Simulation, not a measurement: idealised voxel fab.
You're looking at the process module voxel ribs on slabs.
cross-section cut | 280 nm wide | cells 5 nm
We lay out every cross-section as a grid of square cells and spell it out in bands from the top down, where one band means one or more rows of cells.
Top, bottom (nm), then materials left to right with widths (nm); lone material tagged "full width" fills the whole band edge to edge; "blank" = empty space.
The level at which height equals 0 is the one under which the wafer, as it arrives, is entirely one material. No lower edge exists for the bottom band, which continues downward and is notated as in "top 0, no bottom".
It should be noted that a width expressed as "30 to 40" varies in equal increments from row to row of cells within the band, taking the value of the first number at the top row and that of the second number at the bottom row.
Step marked "nothing was modified"? Then no cell in the cross-section changed in it.
For the entry "Tabulated closed voids", the listed items are empty spaces with no open way to the top whose size is 8 cells or more; each item follows the pattern width x height at distance, where distance is from the left edge and all three are in nm.
Read whatever lies past the settings on a step's line as the simulator's own remark about the step.
overlay nm: mask offset rightward from planned place, masked step; negative means leftward offset.
For the reader: what remains of this document is a series of pairs, each showing a cross-section before one process step and a cross-section after that step which reaches down only to the lowest band that changed, with the step between them and its settings set out under the pair. It should not be assumed that a pair continues from the pair above it; the pairs can come from different runs of this module on the same starting wafer, and such continuity exists only where the entry headed "Ahead of processing" says so.
Ahead of processing
    top 0, no bottom  Si full width
    Tabulated closed voids: none
Section, Post-Step
    top 25, bottom 0  SiO2 full width
    Below 0, the layers are the same as they were.
    Tabulated closed voids: none
The two cross-sections above are separated by a single process step, namely DIRECTIONAL_DEP | material SiO2 | thk nm 25
Ahead of processing: The pre-step condition corresponds to the post-step cross-section depicted in the pair directly above.
Section, Post-Step
    top 50, bottom 25  SiN full width
    Below 25, the layers are the same as they were.
    Tabulated closed voids: none
The two cross-sections above are separated by a single process step, namely DIRECTIONAL_DEP | material SiN | thk nm 25
Ahead of processing: The pre-step condition corresponds to the post-step cross-section depicted in the pair directly above.
Section, Post-Step
    top 65, bottom 50  aC full width
    Below 50, the layers are the same as they were.
    Tabulated closed voids: none
The two cross-sections above are separated by a single process step, namely DIRECTIONAL_DEP | material aC | thk nm 15
Ahead of processing: The pre-step condition corresponds to the post-step cross-section depicted in the pair directly above.
Section, Post-Step
    top 100, bottom 65  blank 125; resist 30; blank 125
    Below 65, the layers are the same as they were.
    Tabulated closed voids: none
The two cross-sections above are separated by a single process step, namely PATTERN | tone cover | mask id RIB | material resist | width nm 30 | thk nm 35 | overlay nm 0
Ahead of processing: The pre-step condition corresponds to the post-step cross-section depicted in the pair directly above.
Section, Post-Step
    top 85, bottom 65  blank 125; resist 30; blank 125
    top 65, bottom 50  blank 125; aC 30; blank 125
    Below 50, the layers are the same as they were.
    Tabulated closed voids: none
The two cross-sections above are separated by a single process step, namely DIRECTIONAL_ETCH | etch materials aC | depth nm 15
Ahead of processing: The pre-step condition corresponds to the post-step cross-section depicted in the pair directly above.
Section, Post-Step
    top 65, bottom 50  blank 125; aC 30; blank 125
    Below 50, the layers are the same as they were.
    Tabulated closed voids: none
The two cross-sections above are separated by a single process step, namely STRIP | etch materials resist
Ahead of processing: The pre-step condition corresponds to the post-step cross-section depicted in the pair directly above.
Section, Post-Step
    top 65, bottom 50  blank 125; aC 30; blank 125
    top 50, bottom 40  blank 125; SiN 30; blank 125
    Below 40, the layers are the same as they were.
    Tabulated closed voids: none
The two cross-sections above are separated by a single process step, namely DIRECTIONAL_ETCH | etch materials SiN | depth nm 10
Ahead of processing: The pre-step condition corresponds to the post-step cross-section depicted in the pair directly above.
Section, Post-Step
    top 50, bottom 40  blank 125; SiN 30; blank 125
    Below 40, the layers are the same as they were.
    Tabulated closed voids: none
The two cross-sections above are separated by a single process step, namely STRIP | etch materials aC
Ahead of processing: The pre-step condition corresponds to the post-step cross-section depicted in the pair directly above.
Section, Post-Step
    top 60, bottom 50  blank 125; aC 30; blank 125
    top 50, bottom 40  aC 125; SiN 30; aC 125
    Below 40, the layers are the same as they were.
    Tabulated closed voids: none
The two cross-sections above are separated by a single process step, namely DIRECTIONAL_DEP | material aC | thk nm 10
Ahead of processing: The pre-step condition corresponds to the post-step cross-section depicted in the pair directly above.
Section, Post-Step
    top 85, bottom 60  blank 95; resist 90; blank 95
    top 60, bottom 50  blank 95; resist 30; aC 30; resist 30; blank 95
    Below 50, the layers are the same as they were.
    Tabulated closed voids: none
The two cross-sections above are separated by a single process step, namely PATTERN | tone cover | mask id SLAB | material resist | width nm 90 | thk nm 25 | overlay nm 0
Ahead of processing: The pre-step condition corresponds to the post-step cross-section depicted in the pair directly above.
Section, Post-Step
    top 75, bottom 60  blank 95; resist 90; blank 95
    top 60, bottom 50  blank 95; resist 30; aC 30; resist 30; blank 95
    top 50, bottom 40  blank 95; aC 30; SiN 30; aC 30; blank 95
    Below 40, the layers are the same as they were.
    Tabulated closed voids: none
The two cross-sections above are separated by a single process step, namely DIRECTIONAL_ETCH | etch materials aC | depth nm 10
Ahead of processing: The pre-step condition corresponds to the post-step cross-section depicted in the pair directly above.
Section, Post-Step
    top 60, bottom 50  blank 125; aC 30; blank 125
    Below 50, the layers are the same as they were.
    Tabulated closed voids: none
The two cross-sections above are separated by a single process step, namely STRIP | etch materials resist
Ahead of processing: The pre-step condition corresponds to the post-step cross-section depicted in the pair directly above.
Section, Post-Step
    top 60, bottom 50  blank 125; aC 30; blank 125
    top 50, bottom 40  blank 95; aC 30; SiN 30; aC 30; blank 95
    top 40, bottom 25  blank 95; SiN 90; blank 95
    Below 25, the layers are the same as they were.
    Tabulated closed voids: none
The two cross-sections above are separated by a single process step, namely DIRECTIONAL_ETCH | etch materials SiN | depth nm 15
Ahead of processing: The pre-step condition corresponds to the post-step cross-section depicted in the pair directly above.
Section, Post-Step
    top 50, bottom 40  blank 125; SiN 30; blank 125
    Below 40, the layers are the same as they were.
    Tabulated closed voids: none
The two cross-sections above are separated by a single process step, namely STRIP | etch materials aC
Ahead of processing: The pre-step condition corresponds to the post-step cross-section depicted in the pair directly above.
Section, Post-Step
    top 75, bottom 50  SiO2 full width
    top 50, bottom 40  SiO2 125; SiN 30; SiO2 125
    top 40, bottom 25  SiO2 95; SiN 90; SiO2 95
    Below 25, the layers are the same as they were.
    Tabulated closed voids: none
The two cross-sections above are separated by a single process step, namely FILL_DEP | material SiO2 | thk nm 25
Ahead of processing: The pre-step condition corresponds to the post-step cross-section depicted in the pair directly above.
Section, Post-Step
    top 65, bottom 50  SiO2 full width
    Below 50, the layers are the same as they were.
    Tabulated closed voids: none
The two cross-sections above are separated by a single process step, namely CMP | height nm 65
Ahead of processing: The pre-step condition corresponds to the post-step cross-section depicted in the pair directly above.
Section, Post-Step
    top 70, bottom 65  TiN full width
    Below 65, the layers are the same as they were.
    Tabulated closed voids: none
The two cross-sections above are separated by a single process step, namely DIRECTIONAL_DEP | material TiN | thk nm 5
Ahead of processing: The pre-step condition corresponds to the post-step cross-section depicted in the pair directly above.
Section, Post-Step
    top 85, bottom 70  aC full width
    Below 70, the layers are the same as they were.
    Tabulated closed voids: none
The two cross-sections above are separated by a single process step, namely DIRECTIONAL_DEP | material aC | thk nm 15
Ahead of processing: The pre-step condition corresponds to the post-step cross-section depicted in the pair directly above.
Section, Post-Step
    top 120, bottom 85  blank 120; resist 40; blank 120
    Below 85, the layers are the same as they were.
    Tabulated closed voids: none
The two cross-sections above are separated by a single process step, namely PATTERN | tone cover | mask id HEATER | material resist | width nm 40 | thk nm 35 | overlay nm 0
Ahead of processing: The pre-step condition corresponds to the post-step cross-section depicted in the pair directly above.
Section, Post-Step
    top 105, bottom 85  blank 120; resist 40; blank 120
    top 85, bottom 70  blank 120; aC 40; blank 120
    Below 70, the layers are the same as they were.
    Tabulated closed voids: none
The two cross-sections above are separated by a single process step, namely DIRECTIONAL_ETCH | etch materials aC | depth nm 15
Ahead of processing: The pre-step condition corresponds to the post-step cross-section depicted in the pair directly above.
Section, Post-Step
    top 85, bottom 70  blank 120; aC 40; blank 120
    Below 70, the layers are the same as they were.
    Tabulated closed voids: none
The two cross-sections above are separated by a single process step, namely STRIP | etch materials resist
Ahead of processing: The pre-step condition corresponds to the post-step cross-section depicted in the pair directly above.
Section, Post-Step
    top 85, bottom 70  blank 120; aC 40; blank 120
    top 70, bottom 65  blank 120; TiN 40; blank 120
    Below 65, the layers are the same as they were.
    Tabulated closed voids: none
The two cross-sections above are separated by a single process step, namely DIRECTIONAL_ETCH | etch materials TiN | depth nm 5
Ahead of processing: The pre-step condition corresponds to the post-step cross-section depicted in the pair directly above.
Section, Post-Step
    top 70, bottom 65  blank 120; TiN 40; blank 120
    Below 65, the layers are the same as they were.
    Tabulated closed voids: none
The two cross-sections above are separated by a single process step, namely STRIP | etch materials aC
Ahead of processing: The pre-step condition corresponds to the post-step cross-section depicted in the pair directly above.
Section, Post-Step
    top 80, bottom 75  blank 110; SiO2 60; blank 110
    top 75, bottom 70  SiO2 full width
    top 70, bottom 65  SiO2 120; TiN 40; SiO2 120
    Below 65, the layers are the same as they were.
    Tabulated closed voids: none
The two cross-sections above are separated by a single process step, namely CONFORMAL_DEP | material SiO2 | thk nm 10
Ahead of processing
    top 25, bottom 0  SiO2 full width
    top 0, no bottom  Si full width
    Tabulated closed voids: none
Section, Post-Step
    top 50, bottom 0  SiO2 full width
    Below 0, the layers are the same as they were.
    Tabulated closed voids: none
The two cross-sections above are separated by a single process step, namely DIRECTIONAL_DEP | material SiO2 | thk nm 25
Ahead of processing: The pre-step condition corresponds to the post-step cross-section depicted in the pair directly above.
Section, Post-Step
    top 75, bottom 50  SiN full width
    Below 50, the layers are the same as they were.
    Tabulated closed voids: none
The two cross-sections above are separated by a single process step, namely DIRECTIONAL_DEP | material SiN | thk nm 25
Ahead of processing: The pre-step condition corresponds to the post-step cross-section depicted in the pair directly above.
Section, Post-Step
    top 90, bottom 75  aC full width
    Below 75, the layers are the same as they were.
    Tabulated closed voids: none
The two cross-sections above are separated by a single process step, namely DIRECTIONAL_DEP | material aC | thk nm 15
Ahead of processing: The pre-step condition corresponds to the post-step cross-section depicted in the pair directly above.
Section, Post-Step
    top 125, bottom 90  blank 125; resist 30; blank 125
    Below 90, the layers are the same as they were.
    Tabulated closed voids: none
The two cross-sections above are separated by a single process step, namely PATTERN | tone cover | mask id RIB | material resist | width nm 30 | thk nm 35 | overlay nm 0
Ahead of processing: The pre-step condition corresponds to the post-step cross-section depicted in the pair directly above.
Section, Post-Step
    top 110, bottom 90  blank 125; resist 30; blank 125
    top 90, bottom 75  blank 125; aC 30; blank 125
    Below 75, the layers are the same as they were.
    Tabulated closed voids: none
The two cross-sections above are separated by a single process step, namely DIRECTIONAL_ETCH | etch materials aC | depth nm 15
Ahead of processing: The pre-step condition corresponds to the post-step cross-section depicted in the pair directly above.
Section, Post-Step
    top 90, bottom 75  blank 125; aC 30; blank 125
    Below 75, the layers are the same as they were.
    Tabulated closed voids: none
The two cross-sections above are separated by a single process step, namely STRIP | etch materials resist
Ahead of processing: The pre-step condition corresponds to the post-step cross-section depicted in the pair directly above.
Section, Post-Step
    top 90, bottom 75  blank 125; aC 30; blank 125
    top 75, bottom 65  blank 125; SiN 30; blank 125
    Below 65, the layers are the same as they were.
    Tabulated closed voids: none
The two cross-sections above are separated by a single process step, namely DIRECTIONAL_ETCH | etch materials SiN | depth nm 10
Ahead of processing: The pre-step condition corresponds to the post-step cross-section depicted in the pair directly above.
Section, Post-Step
    top 75, bottom 65  blank 125; SiN 30; blank 125
    Below 65, the layers are the same as they were.
    Tabulated closed voids: none
The two cross-sections above are separated by a single process step, namely STRIP | etch materials aC
Ahead of processing: The pre-step condition corresponds to the post-step cross-section depicted in the pair directly above.
Section, Post-Step
    top 85, bottom 75  blank 125; aC 30; blank 125
    top 75, bottom 65  aC 125; SiN 30; aC 125
    Below 65, the layers are the same as they were.
    Tabulated closed voids: none
The two cross-sections above are separated by a single process step, namely DIRECTIONAL_DEP | material aC | thk nm 10
Ahead of processing: The pre-step condition corresponds to the post-step cross-section depicted in the pair directly above.
Section, Post-Step
    top 110, bottom 85  blank 95; resist 90; blank 95
    top 85, bottom 75  blank 95; resist 30; aC 30; resist 30; blank 95
    Below 75, the layers are the same as they were.
    Tabulated closed voids: none
The two cross-sections above are separated by a single process step, namely PATTERN | tone cover | mask id SLAB | material resist | width nm 90 | thk nm 25 | overlay nm 0
Ahead of processing: The pre-step condition corresponds to the post-step cross-section depicted in the pair directly above.
Section, Post-Step
    top 100, bottom 85  blank 95; resist 90; blank 95
    top 85, bottom 75  blank 95; resist 30; aC 30; resist 30; blank 95
    top 75, bottom 65  blank 95; aC 30; SiN 30; aC 30; blank 95
    Below 65, the layers are the same as they were.
    Tabulated closed voids: none
The two cross-sections above are separated by a single process step, namely DIRECTIONAL_ETCH | etch materials aC | depth nm 10
Ahead of processing: The pre-step condition corresponds to the post-step cross-section depicted in the pair directly above.
Section, Post-Step
    top 85, bottom 75  blank 125; aC 30; blank 125
    Below 75, the layers are the same as they were.
    Tabulated closed voids: none
The two cross-sections above are separated by a single process step, namely STRIP | etch materials resist
Ahead of processing: The pre-step condition corresponds to the post-step cross-section depicted in the pair directly above.
Section, Post-Step
    top 85, bottom 75  blank 125; aC 30; blank 125
    top 75, bottom 65  blank 95; aC 30; SiN 30; aC 30; blank 95
    top 65, bottom 50  blank 95; SiN 90; blank 95
    Below 50, the layers are the same as they were.
    Tabulated closed voids: none
The two cross-sections above are separated by a single process step, namely DIRECTIONAL_ETCH | etch materials SiN | depth nm 15
Ahead of processing: The pre-step condition corresponds to the post-step cross-section depicted in the pair directly above.
Section, Post-Step
    top 75, bottom 65  blank 125; SiN 30; blank 125
    Below 65, the layers are the same as they were.
    Tabulated closed voids: none
The two cross-sections above are separated by a single process step, namely STRIP | etch materials aC
Ahead of processing: The pre-step condition corresponds to the post-step cross-section depicted in the pair directly above.
Section, Post-Step
    top 100, bottom 75  SiO2 full width
    top 75, bottom 65  SiO2 125; SiN 30; SiO2 125
    top 65, bottom 50  SiO2 95; SiN 90; SiO2 95
    Below 50, the layers are the same as they were.
    Tabulated closed voids: none
The two cross-sections above are separated by a single process step, namely FILL_DEP | material SiO2 | thk nm 25
Ahead of processing: The pre-step condition corresponds to the post-step cross-section depicted in the pair directly above.
Section, Post-Step
    top 65, bottom 50  SiO2 95; SiN 90; SiO2 95
    Below 50, the layers are the same as they were.
    Tabulated closed voids: none
The two cross-sections above are separated by a single process step, namely CMP | height nm 65
Ahead of processing: The pre-step condition corresponds to the post-step cross-section depicted in the pair directly above.
Section, Post-Step
    top 70, bottom 65  TiN full width
    Below 65, the layers are the same as they were.
    Tabulated closed voids: none
The two cross-sections above are separated by a single process step, namely DIRECTIONAL_DEP | material TiN | thk nm 5
Ahead of processing: The pre-step condition corresponds to the post-step cross-section depicted in the pair directly above.
Section, Post-Step
    top 85, bottom 70  aC full width
    Below 70, the layers are the same as they were.
    Tabulated closed voids: none
The two cross-sections above are separated by a single process step, namely DIRECTIONAL_DEP | material aC | thk nm 15
Ahead of processing: The pre-step condition corresponds to the post-step cross-section depicted in the pair directly above.
Section, Post-Step
    top 120, bottom 85  blank 120; resist 40; blank 120
    Below 85, the layers are the same as they were.
    Tabulated closed voids: none
The two cross-sections above are separated by a single process step, namely PATTERN | tone cover | mask id HEATER | material resist | width nm 40 | thk nm 35 | overlay nm 0
Ahead of processing: The pre-step condition corresponds to the post-step cross-section depicted in the pair directly above.
Section, Post-Step
    top 105, bottom 85  blank 120; resist 40; blank 120
    top 85, bottom 70  blank 120; aC 40; blank 120
    Below 70, the layers are the same as they were.
    Tabulated closed voids: none
The two cross-sections above are separated by a single process step, namely DIRECTIONAL_ETCH | etch materials aC | depth nm 15
Ahead of processing: The pre-step condition corresponds to the post-step cross-section depicted in the pair directly above.
Section, Post-Step
    top 85, bottom 70  blank 120; aC 40; blank 120
    Below 70, the layers are the same as they were.
    Tabulated closed voids: none
The two cross-sections above are separated by a single process step, namely STRIP | etch materials resist
Ahead of processing: The pre-step condition corresponds to the post-step cross-section depicted in the pair directly above.
Section, Post-Step
    top 85, bottom 70  blank 120; aC 40; blank 120
    top 70, bottom 65  blank 120; TiN 40; blank 120
    Below 65, the layers are the same as they were.
    Tabulated closed voids: none
The two cross-sections above are separated by a single process step, namely DIRECTIONAL_ETCH | etch materials TiN | depth nm 5
Ahead of processing: The pre-step condition corresponds to the post-step cross-section depicted in the pair directly above.
Section, Post-Step
    top 70, bottom 65  blank 120; TiN 40; blank 120
    Below 65, the layers are the same as they were.
    Tabulated closed voids: none
The two cross-sections above are separated by a single process step, namely STRIP | etch materials aC
Ahead of processing: The pre-step condition corresponds to the post-step cross-section depicted in the pair directly above.
Section, Post-Step
    top 80, bottom 75  blank 110; SiO2 60; blank 110
    top 75, bottom 70  SiO2 full width
    top 70, bottom 65  SiO2 120; TiN 40; SiO2 120
    Below 65, the layers are the same as they were.
    Tabulated closed voids: none
The two cross-sections above are separated by a single process step, namely CONFORMAL_DEP | material SiO2 | thk nm 10
Ahead of processing
    top 0, no bottom  Si full width
    Tabulated closed voids: none
Section, Post-Step
    top 25, bottom 0  SiN full width
    Below 0, the layers are the same as they were.
    Tabulated closed voids: none
The two cross-sections above are separated by a single process step, namely DIRECTIONAL_DEP | material SiN | thk nm 25
Ahead of processing: The pre-step condition corresponds to the post-step cross-section depicted in the pair directly above.
Section, Post-Step
    top 50, bottom 25  SiO2 full width
    Below 25, the layers are the same as they were.
    Tabulated closed voids: none
The two cross-sections above are separated by a single process step, namely DIRECTIONAL_DEP | material SiO2 | thk nm 25
Ahead of processing: The pre-step condition corresponds to the post-step cross-section depicted in the pair directly above.
Section, Post-Step
    top 65, bottom 50  aC full width
    Below 50, the layers are the same as they were.
    Tabulated closed voids: none
The two cross-sections above are separated by a single process step, namely DIRECTIONAL_DEP | material aC | thk nm 15
Ahead of processing: The pre-step condition corresponds to the post-step cross-section depicted in the pair directly above.
Section, Post-Step
    top 100, bottom 65  blank 125; resist 30; blank 125
    Below 65, the layers are the same as they were.
    Tabulated closed voids: none
The two cross-sections above are separated by a single process step, namely PATTERN | tone cover | mask id RIB | material resist | width nm 30 | thk nm 35 | overlay nm 0
Ahead of processing: The pre-step condition corresponds to the post-step cross-section depicted in the pair directly above.
Section, Post-Step
    top 85, bottom 65  blank 125; resist 30; blank 125
    top 65, bottom 50  blank 125; aC 30; blank 125
    Below 50, the layers are the same as they were.
    Tabulated closed voids: none
The two cross-sections above are separated by a single process step, namely DIRECTIONAL_ETCH | etch materials aC | depth nm 15
Ahead of processing: The pre-step condition corresponds to the post-step cross-section depicted in the pair directly above.
Section, Post-Step
    top 65, bottom 50  blank 125; aC 30; blank 125
    Below 50, the layers are the same as they were.
    Tabulated closed voids: none
The two cross-sections above are separated by a single process step, namely STRIP | etch materials resist
Ahead of processing: The pre-step condition corresponds to the post-step cross-section depicted in the pair directly above.
Section, Post-Step
    top 50, bottom 25  SiO2 full width
    Below 25, the layers are the same as they were.
    Tabulated closed voids: none
The two cross-sections above are separated by a single process step, namely STRIP | etch materials aC
Ahead of processing: The pre-step condition corresponds to the post-step cross-section depicted in the pair directly above.
Section, Post-Step
    top 60, bottom 50  aC full width
    Below 50, the layers are the same as they were.
    Tabulated closed voids: none
The two cross-sections above are separated by a single process step, namely DIRECTIONAL_DEP | material aC | thk nm 10
Ahead of processing: The pre-step condition corresponds to the post-step cross-section depicted in the pair directly above.
Section, Post-Step
    top 85, bottom 60  blank 95; resist 90; blank 95
    Below 60, the layers are the same as they were.
    Tabulated closed voids: none
The two cross-sections above are separated by a single process step, namely PATTERN | tone cover | mask id SLAB | material resist | width nm 90 | thk nm 25 | overlay nm 0
Ahead of processing: The pre-step condition corresponds to the post-step cross-section depicted in the pair directly above.
Section, Post-Step
    top 75, bottom 60  blank 95; resist 90; blank 95
    top 60, bottom 50  blank 95; aC 90; blank 95
    Below 50, the layers are the same as they were.
    Tabulated closed voids: none
The two cross-sections above are separated by a single process step, namely DIRECTIONAL_ETCH | etch materials aC | depth nm 10
Ahead of processing: The pre-step condition corresponds to the post-step cross-section depicted in the pair directly above.
Section, Post-Step
    top 60, bottom 50  blank 95; aC 90; blank 95
    Below 50, the layers are the same as they were.
    Tabulated closed voids: none
The two cross-sections above are separated by a single process step, namely STRIP | etch materials resist
Ahead of processing: The pre-step condition corresponds to the post-step cross-section depicted in the pair directly above.
Section, Post-Step
    top 50, bottom 25  SiO2 full width
    Below 25, the layers are the same as they were.
    Tabulated closed voids: none
The two cross-sections above are separated by a single process step, namely STRIP | etch materials aC
Ahead of processing: The pre-step condition corresponds to the post-step cross-section depicted in the pair directly above.
Section, Post-Step
    top 75, bottom 25  SiO2 full width
    Below 25, the layers are the same as they were.
    Tabulated closed voids: none
The two cross-sections above are separated by a single process step, namely FILL_DEP | material SiO2 | thk nm 25
Ahead of processing: The pre-step condition corresponds to the post-step cross-section depicted in the pair directly above.
Section, Post-Step
    top 65, bottom 25  SiO2 full width
    Below 25, the layers are the same as they were.
    Tabulated closed voids: none
The two cross-sections above are separated by a single process step, namely CMP | height nm 65
Ahead of processing: The pre-step condition corresponds to the post-step cross-section depicted in the pair directly above.
Section, Post-Step
    top 70, bottom 65  TiN full width
    Below 65, the layers are the same as they were.
    Tabulated closed voids: none
The two cross-sections above are separated by a single process step, namely DIRECTIONAL_DEP | material TiN | thk nm 5
Ahead of processing: The pre-step condition corresponds to the post-step cross-section depicted in the pair directly above.
Section, Post-Step
    top 85, bottom 70  aC full width
    Below 70, the layers are the same as they were.
    Tabulated closed voids: none
The two cross-sections above are separated by a single process step, namely DIRECTIONAL_DEP | material aC | thk nm 15
Ahead of processing: The pre-step condition corresponds to the post-step cross-section depicted in the pair directly above.
Section, Post-Step
    top 120, bottom 85  blank 120; resist 40; blank 120
    Below 85, the layers are the same as they were.
    Tabulated closed voids: none
The two cross-sections above are separated by a single process step, namely PATTERN | tone cover | mask id HEATER | material resist | width nm 40 | thk nm 35 | overlay nm 0
Ahead of processing: The pre-step condition corresponds to the post-step cross-section depicted in the pair directly above.
Section, Post-Step
    top 105, bottom 85  blank 120; resist 40; blank 120
    top 85, bottom 70  blank 120; aC 40; blank 120
    Below 70, the layers are the same as they were.
    Tabulated closed voids: none
The two cross-sections above are separated by a single process step, namely DIRECTIONAL_ETCH | etch materials aC | depth nm 15
Ahead of processing: The pre-step condition corresponds to the post-step cross-section depicted in the pair directly above.
Section, Post-Step
    top 85, bottom 70  blank 120; aC 40; blank 120
    Below 70, the layers are the same as they were.
    Tabulated closed voids: none
The two cross-sections above are separated by a single process step, namely STRIP | etch materials resist
Ahead of processing: The pre-step condition corresponds to the post-step cross-section depicted in the pair directly above.
Section, Post-Step
    top 85, bottom 70  blank 120; aC 40; blank 120
    top 70, bottom 65  blank 120; TiN 40; blank 120
    Below 65, the layers are the same as they were.
    Tabulated closed voids: none
The two cross-sections above are separated by a single process step, namely DIRECTIONAL_ETCH | etch materials TiN | depth nm 5
Ahead of processing: The pre-step condition corresponds to the post-step cross-section depicted in the pair directly above.
Section, Post-Step
    top 70, bottom 65  blank 120; TiN 40; blank 120
    Below 65, the layers are the same as they were.
    Tabulated closed voids: none
The two cross-sections above are separated by a single process step, namely STRIP | etch materials aC
Ahead of processing: The pre-step condition corresponds to the post-step cross-section depicted in the pair directly above.
Section, Post-Step
    top 80, bottom 75  blank 110; SiO2 60; blank 110
    top 75, bottom 70  SiO2 full width
    top 70, bottom 65  SiO2 120; TiN 40; SiO2 120
    Below 65, the layers are the same as they were.
    Tabulated closed voids: none
The two cross-sections above are separated by a single process step, namely CONFORMAL_DEP | material SiO2 | thk nm 10
Ahead of processing
    top 70, bottom 65  blank 120; TiN 40; blank 120
    top 65, bottom 50  SiO2 full width
    top 50, bottom 40  SiO2 125; SiN 30; SiO2 125
    top 40, bottom 25  SiO2 95; SiN 90; SiO2 95
    top 25, bottom 0  SiO2 full width
    top 0, no bottom  Si full width
    Tabulated closed voids: none
Section, Post-Step
    top 75, bottom 70  blank 115; SiO2 50; blank 115
    top 70, bottom 65  SiO2 120; TiN 40; SiO2 120
    Below 65, the layers are the same as they were.
    Tabulated closed voids: none
The two cross-sections above are separated by a single process step, namely CONFORMAL_DEP | material SiO2 | thk nm 5
Ahead of processing
    top 85, bottom 70  aC full width
    top 70, bottom 65  TiN full width
    top 65, bottom 50  SiO2 full width
    top 50, bottom 40  SiO2 125; SiN 30; SiO2 125
    top 40, bottom 25  SiO2 95; SiN 90; SiO2 95
    top 25, bottom 0  SiO2 full width
    top 0, no bottom  Si full width
    Tabulated closed voids: none
Section, Post-Step
    top 120, bottom 85  blank 125; resist 35; blank 120
    Below 85, the layers are the same as they were.
    Tabulated closed voids: none
The two cross-sections above are separated by a single process step, namely PATTERN | tone cover | mask id HEATER | material resist | width nm 35 | thk nm 35 | overlay nm 0
Ahead of processing: The pre-step condition corresponds to the post-step cross-section depicted in the pair directly above.
Section, Post-Step
    top 105, bottom 85  blank 125; resist 35; blank 120
    top 85, bottom 70  blank 125; aC 35; blank 120
    Below 70, the layers are the same as they were.
    Tabulated closed voids: none
The two cross-sections above are separated by a single process step, namely DIRECTIONAL_ETCH | etch materials aC | depth nm 15
Ahead of processing: The pre-step condition corresponds to the post-step cross-section depicted in the pair directly above.
Section, Post-Step
    top 85, bottom 70  blank 125; aC 35; blank 120
    Below 70, the layers are the same as they were.
    Tabulated closed voids: none
The two cross-sections above are separated by a single process step, namely STRIP | etch materials resist
Ahead of processing: The pre-step condition corresponds to the post-step cross-section depicted in the pair directly above.
Section, Post-Step
    top 85, bottom 70  blank 125; aC 35; blank 120
    top 70, bottom 65  blank 125; TiN 35; blank 120
    Below 65, the layers are the same as they were.
    Tabulated closed voids: none
The two cross-sections above are separated by a single process step, namely DIRECTIONAL_ETCH | etch materials TiN | depth nm 5
Ahead of processing: The pre-step condition corresponds to the post-step cross-section depicted in the pair directly above.
Section, Post-Step
    top 70, bottom 65  blank 125; TiN 35; blank 120
    Below 65, the layers are the same as they were.
    Tabulated closed voids: none
The two cross-sections above are separated by a single process step, namely STRIP | etch materials aC
Ahead of processing: The pre-step condition corresponds to the post-step cross-section depicted in the pair directly above.
Section, Post-Step
    top 80, bottom 75  blank 115; SiO2 55; blank 110
    top 75, bottom 70  SiO2 full width
    top 70, bottom 65  SiO2 125; TiN 35; SiO2 120
    Below 65, the layers are the same as they were.
    Tabulated closed voids: none
The two cross-sections above are separated by a single process step, namely CONFORMAL_DEP | material SiO2 | thk nm 10
Ahead of processing
    top 60, bottom 50  blank 125; aC 30; blank 125
    top 50, bottom 40  aC 125; SiN 30; aC 125
    top 40, bottom 25  SiN full width
    top 25, bottom 0  SiO2 full width
    top 0, no bottom  Si full width
    Tabulated closed voids: none
Section, Post-Step
    top 85, bottom 60  blank 90; resist 90; blank 100
    top 60, bottom 50  blank 90; resist 35; aC 30; resist 25; blank 100
    Below 50, the layers are the same as they were.
    Tabulated closed voids: none
The two cross-sections above are separated by a single process step, namely PATTERN | tone cover | mask id SLAB | material resist | width nm 90 | thk nm 25 | overlay nm -5
Ahead of processing: The pre-step condition corresponds to the post-step cross-section depicted in the pair directly above.
Section, Post-Step
    top 75, bottom 60  blank 90; resist 90; blank 100
    top 60, bottom 50  blank 90; resist 35; aC 30; resist 25; blank 100
    top 50, bottom 40  blank 90; aC 35; SiN 30; aC 25; blank 100
    Below 40, the layers are the same as they were.
    Tabulated closed voids: none
The two cross-sections above are separated by a single process step, namely DIRECTIONAL_ETCH | etch materials aC | depth nm 10
Ahead of processing: The pre-step condition corresponds to the post-step cross-section depicted in the pair directly above.
Section, Post-Step
    top 60, bottom 50  blank 125; aC 30; blank 125
    Below 50, the layers are the same as they were.
    Tabulated closed voids: none
The two cross-sections above are separated by a single process step, namely STRIP | etch materials resist
Ahead of processing: The pre-step condition corresponds to the post-step cross-section depicted in the pair directly above.
Section, Post-Step
    top 60, bottom 50  blank 125; aC 30; blank 125
    top 50, bottom 40  blank 90; aC 35; SiN 30; aC 25; blank 100
    top 40, bottom 25  blank 90; SiN 90; blank 100
    Below 25, the layers are the same as they were.
    Tabulated closed voids: none
The two cross-sections above are separated by a single process step, namely DIRECTIONAL_ETCH | etch materials SiN | depth nm 15
Ahead of processing: The pre-step condition corresponds to the post-step cross-section depicted in the pair directly above.
Section, Post-Step
    top 50, bottom 40  blank 125; SiN 30; blank 125
    Below 40, the layers are the same as they were.
    Tabulated closed voids: none
The two cross-sections above are separated by a single process step, namely STRIP | etch materials aC
Ahead of processing: The pre-step condition corresponds to the post-step cross-section depicted in the pair directly above.
Section, Post-Step
    top 75, bottom 50  SiO2 full width
    top 50, bottom 40  SiO2 125; SiN 30; SiO2 125
    top 40, bottom 25  SiO2 90; SiN 90; SiO2 100
    Below 25, the layers are the same as they were.
    Tabulated closed voids: none
The two cross-sections above are separated by a single process step, namely FILL_DEP | material SiO2 | thk nm 25
Ahead of processing: The pre-step condition corresponds to the post-step cross-section depicted in the pair directly above.
Section, Post-Step
    top 65, bottom 50  SiO2 full width
    Below 50, the layers are the same as they were.
    Tabulated closed voids: none
The two cross-sections above are separated by a single process step, namely CMP | height nm 65
Ahead of processing: The pre-step condition corresponds to the post-step cross-section depicted in the pair directly above.
Section, Post-Step
    top 70, bottom 65  TiN full width
    Below 65, the layers are the same as they were.
    Tabulated closed voids: none
The two cross-sections above are separated by a single process step, namely DIRECTIONAL_DEP | material TiN | thk nm 5
Ahead of processing: The pre-step condition corresponds to the post-step cross-section depicted in the pair directly above.
Section, Post-Step
    top 85, bottom 70  aC full width
    Below 70, the layers are the same as they were.
    Tabulated closed voids: none
The two cross-sections above are separated by a single process step, namely DIRECTIONAL_DEP | material aC | thk nm 15
Ahead of processing: The pre-step condition corresponds to the post-step cross-section depicted in the pair directly above.
Section, Post-Step
    top 120, bottom 85  blank 120; resist 40; blank 120
    Below 85, the layers are the same as they were.
    Tabulated closed voids: none
The two cross-sections above are separated by a single process step, namely PATTERN | tone cover | mask id HEATER | material resist | width nm 40 | thk nm 35 | overlay nm 0
Ahead of processing: The pre-step condition corresponds to the post-step cross-section depicted in the pair directly above.
Section, Post-Step
    top 105, bottom 85  blank 120; resist 40; blank 120
    top 85, bottom 70  blank 120; aC 40; blank 120
    Below 70, the layers are the same as they were.
    Tabulated closed voids: none
The two cross-sections above are separated by a single process step, namely DIRECTIONAL_ETCH | etch materials aC | depth nm 15
